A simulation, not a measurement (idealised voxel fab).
Documented hereafter: the process module known as voxel air gaps.
Cross-section cut: width 170 nm, square cells of 5 nm.
The cross-sections in this document take the form of a grid made of square cells. They are written out as bands, in order from top to bottom. Each band consists of one or more rows of cells.
Band entry format. Leading values: height of top, height of bottom, nm. Remainder: materials in left-to-right order, each with its width in nm. Special words: "everywhere" on a single material, which then fills the band edge to edge; "blank", empty space.
Height is counted from the level 0, under which the received wafer is composed throughout of one material. The lowest of the bands is not closed at the bottom but continues downward, in the notation "0 and below".
Width "30..40": first value at the band's top row of cells, second value at its bottom row, equal change from row to row.
Given "no modifications" for a step, no cell of the cross-section differs between before and after that step.
Each empty space that has no open way to the top and spans at least 8 cells appears under "Enclosed empty spaces" as width x height at distance, the distance counted from the left edge, all in nm.
Anything after a step's settings on that line? It's the simulator's own note about the step.
You can add "overlay nm" to a step's line. For a step with a mask, it describes how far the mask lay to the right of its planned position, and a negative number describes a lay to the left.

-- Below is the list of planned process steps
1 RECEIVE,material Si
2 CONFORMAL_DEP,material SiO2,thk nm 15
3 CONFORMAL_DEP,material SiN,thk nm 5
4 DIRECTIONAL_DEP,material SiO2,thk nm 40
5 MASKED_ETCH,tone open,mask id LINES,width nm 25,pitch nm 50,etch materials SiO2,depth nm 40,overlay nm 0
6 CONFORMAL_DEP,material TiN,thk nm 5
7 FILL_DEP,material W,thk nm 5
8 CMP,height nm 60
9 EPI,material Ru,thk nm 10
10 SELECTIVE_ETCH,etch materials SiO2,depth nm 50
11 CONFORMAL_DEP,material SiCN,thk nm 5

-- as received, after step 1
* 0 and below: Si everywhere
* Enclosed empty spaces: none

-- Looking at the first of two wafers in cross-section at end of module - ran to plan
* 75 down to 70: blank 5 nm  SiCN 155 nm  blank 10 nm
* 70 down to 60: blank 5 nm  SiCN 5 nm  Ru 45 nm  SiCN 5 nm  Ru 45 nm  SiCN 5 nm  Ru 45 nm  SiCN 5 nm  blank 10 nm
* 60 down to 55: blank 5 nm  SiCN 15 nm  TiN 5 nm  W 15 nm  TiN 5 nm  SiCN 25 nm  TiN 5 nm  W 15 nm  TiN 5 nm  SiCN 25 nm  TiN 5 nm  W 15 nm  TiN 5 nm  SiCN 15 nm  blank 10 nm
* 55 down to 25: blank 15 nm  SiCN 5 nm  TiN 5 nm  W 15 nm  TiN 5 nm  SiCN 5 nm  blank 15 nm  SiCN 5 nm  TiN 5 nm  W 15 nm  TiN 5 nm  SiCN 5 nm  blank 15 nm  SiCN 5 nm  TiN 5 nm  W 15 nm  TiN 5 nm  SiCN 5 nm  blank 20 nm
* 25 down to 20: SiCN 20 nm  TiN 25 nm  SiCN 25 nm  TiN 25 nm  SiCN 25 nm  TiN 25 nm  SiCN 25 nm
* 20 down to 15: SiN everywhere
* 15 down to 0: SiO2 everywhere
* 0 and below: Si everywhere
* Enclosed empty spaces: 15 x 30 at 50; 15 x 30 at 100

-- Here is the second of the two wafers cut open at the end of the module - same start, same plan as the first one, but we made one mistake running it
* 75 down to 70: blank 10 nm  SiCN 45 nm  blank 5 nm  SiCN 45 nm  blank 5 nm  SiCN 45 nm  blank 15 nm
* 70 down to 60: blank 10 nm  SiCN 5 nm  Ru 35 nm  SiCN 5 nm  blank 5 nm  SiCN 5 nm  Ru 35 nm  SiCN 5 nm  blank 5 nm  SiCN 5 nm  Ru 35 nm  SiCN 5 nm  blank 15 nm
* 60 down to 55: blank 10 nm  SiCN 15 nm  W 15 nm  SiCN 15 nm  blank 5 nm  SiCN 15 nm  W 15 nm  SiCN 15 nm  blank 5 nm  SiCN 15 nm  W 15 nm  SiCN 15 nm  blank 15 nm
* 55 down to 25: blank 15 nm  SiCN 10 nm  W 15 nm  SiCN 10 nm  blank 15 nm  SiCN 10 nm  W 15 nm  SiCN 10 nm  blank 15 nm  SiCN 10 nm  W 15 nm  SiCN 10 nm  blank 20 nm
* 25 down to 20: SiCN everywhere
* 20 down to 15: SiN everywhere
* 15 down to 0: SiO2 everywhere
* 0 and below: Si everywhere
* Enclosed empty spaces: none
Finding, execution versus plan: heads up, step 6 didn't go per plan, it actually ran as CONFORMAL_DEP,material SiCN,thk nm 5
Looking at both finished wafers in cells, the second ends up ahead of or behind the first on some materials: Ru: 12 fewer, SiCN: 53 more, TiN: 57 fewer
End state: 2 closed voids on the first wafer, 0 on the second.
